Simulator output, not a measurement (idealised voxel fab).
process module | voxel fin reveal
cross-section cut | 275 nm wide | cells 5 nm
A cross-section is a grid of square cells, given in bands from the top down. A band is one or more rows of cells.
Each band's line starts with the height of the band's top and of its bottom, in nm. Then come its materials from left to right, each with its width in nm. One material with "throughout" fills the band from edge to edge. "air" is empty space.
Height 0 is the level under which the wafer as received is all one material. The lowest band goes on downwards, as in "0 down".
A width such as "30 to 40" changes by the same amount from each row of cells to the next, from the band's top row to its bottom row.
"no change" after a step means that no cell of the cross-section changed.
closed voids: empty space of 8 cells or more with no open way to the top, each as width x height at its distance from the left edge, in nm
after a step's settings: what the simulator itself notes on the step
overlay nm, on a step with a mask: how far to the right of its planned place the mask lay; to the left if negative
plan
1 op RECEIVE | material Si
2 op CONFORMAL_DEP | material SiN | thk nm 10
3 op MASKED_ETCH | tone cover | mask id FINS | width nm 15 | pitch nm 45 | etch materials SiN | depth nm 10 | overlay nm 0
4 op MASKED_ETCH | tone cover | mask id FINS | width nm 15 | pitch nm 45 | etch materials Si | depth nm 35 | overlay nm 0
5 op OXIDIZE | depth nm 5
6 op FILL_DEP | material SiO2 | thk nm 15
7 op CMP | height nm 10
8 op SELECTIVE_ETCH | etch materials SiO2 | depth nm 20
9 op STRIP | etch materials SiN
as received, after step 1
  0 down: Si throughout
  closed voids: none
first wafer at the end, as planned
  0 to -10: air 65 | Si 5 | air 40 | Si 5 | air 40 | Si 5 | air 40 | Si 5 | air 70
  -10 to -40: SiO2 65 | Si 5 | SiO2 40 | Si 5 | SiO2 40 | Si 5 | SiO2 40 | Si 5 | SiO2 70
  -40 down: Si throughout
  closed voids: none
second wafer at the end: like start, like plan, one mistake
  0 to -10: air 65 | Si 5 | air 40 | Si 5 | air 40 | Si 5 | air 40 | Si 5 | air 70
  -10 to -50: SiO2 65 | Si 5 | SiO2 40 | Si 5 | SiO2 40 | Si 5 | SiO2 40 | Si 5 | SiO2 70
  -50 down: Si throughout
  closed voids: none
what went wrong: step 4 ran as: op MASKED_ETCH | tone cover | mask id FINS | width nm 15 | pitch nm 45 | etch materials Si | depth nm 45 | overlay nm 0
at the end the second wafer has, in cells: 102 fewer of Si | 102 more of SiO2
